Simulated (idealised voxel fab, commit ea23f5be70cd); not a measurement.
Title: Process Module voxel self aligned contacts
FYI the section here is cut, 155 nm wide, cells are 5 nm squares.
In this document a cross-section is written as a grid of square cells. It is given as a series of bands, listed from the top down, and a band is one or more rows of cells.
Heads up on the band format: heights come first, top then bottom, in nm. After that it's the materials left to right, each with its width in nm. A single material flagged "throughout" fills the whole band edge to edge, and "blank" means there's empty space there.
Ref level 0: as-received wafer is one material below here. Bottom band extends down with no lower bound ("0 -> down").
It should be noted that a width expressed as "30 to 40" varies in equal increments from row to row of cells within the band, taking the value of the first number at the top row and that of the second number at the bottom row.
You'll sometimes find "no modification" written for a step, and that's the way of saying that nowhere in the cross-section did a cell change during that step.
In "Fully enclosed voids" the enclosed voids are listed, meaning empty spaces of 8 cells or larger without any opening to the top. The form is width x height at distance, distance from the left edge, units nm.
Text after the settings on a step's line: the simulator's own remark on that step.
Steps that use a mask can have "overlay nm" on their line. It says how far the mask sat to the right of where it was meant to be. Negative means to the left.
## So here's the lineup of process steps we planned
1) RECEIVE (material Si)
2) OXIDIZE (depth nm 5)
3) DIRECTIONAL_DEP (material polySi; thk nm 30)
4) DIRECTIONAL_DEP (material SiN; thk nm 25)
5) PATTERN (tone cover; mask id GATE; material resist; width nm 25; pitch nm 65; thk nm 20; overlay nm 0)
6) DIRECTIONAL_ETCH (etch materials SiN; depth nm 25)
7) DIRECTIONAL_ETCH (etch materials polySi; depth nm 30)
8) STRIP (etch materials resist)
9) CONFORMAL_DEP (material SiN; thk nm 10)
10) DIRECTIONAL_ETCH (etch materials SiN; depth nm 10)
11) FILL_DEP (material SiO2; thk nm 20)
12) CMP (height nm 65)
13) PATTERN (tone open; mask id CONTACT; material resist; width nm 50; thk nm 20; overlay nm 0)
14) DIRECTIONAL_ETCH (etch materials SiO2; depth nm 70)
15) STRIP (etch materials resist)
16) CONFORMAL_DEP (material TiN; thk nm 5)
17) FILL_DEP (material W; thk nm 5)
18) CMP (height nm 65)
19) CONFORMAL_DEP (material SiN; thk nm 5)
## Wafer cross-section on receipt, i.e. after step 1
* 0 -> down | Si throughout
* Fully enclosed voids: none
## Sectioned view, first of two wafers, at the close of the module, processed as intended in the plan
* 70 -> 65 | SiN throughout
* 65 -> 55 | SiO2: 50, TiN: 5 to 20, W: 40 to 10, TiN: 5 to 20, SiO2: 55
* 55 -> 30 | SiO2: 20, SiN: 45, TiN: 5, W: 10, TiN: 5, SiN: 45, SiO2: 25
* 30 -> 0 | SiO2: 20, SiN: 10, polySi: 25, SiN: 10, TiN: 5, W: 10, TiN: 5, SiN: 10, polySi: 25, SiN: 10, SiO2: 25
* 0 -> -5 | SiO2: 65, TiN: 20, SiO2: 70
* -5 -> down | Si throughout
* Fully enclosed voids: none
## Second wafer cross-section at end of module - shared start and plan with the first, one mistake in the run
* 70 -> 65 | SiN throughout
* 65 -> 55 | SiO2: 50, TiN: 5 to 10, W: 40 to 10, TiN: 5 to 30, SiO2: 55
* 55 -> 30 | SiO2: 10, SiN: 45, TiN: 5, W: 10, TiN: 5, SiN: 45, SiO2: 35
* 30 -> 0 | SiO2: 10, SiN: 10, polySi: 25, SiN: 10, TiN: 5, W: 10, TiN: 5, SiN: 10, polySi: 25, SiN: 10, SiO2: 35
* 0 -> -5 | SiO2: 55, TiN: 20, SiO2: 80
* -5 -> down | Si throughout
* Fully enclosed voids: none
What broke from the plan during processing? heads up, step 5 didn't go per plan, it actually ran as PATTERN (tone cover; mask id GATE; material resist; width nm 25; pitch nm 65; thk nm 20; overlay nm -10)
The two final wafers agree on how many cells each material fills and disagree on which cells those are.
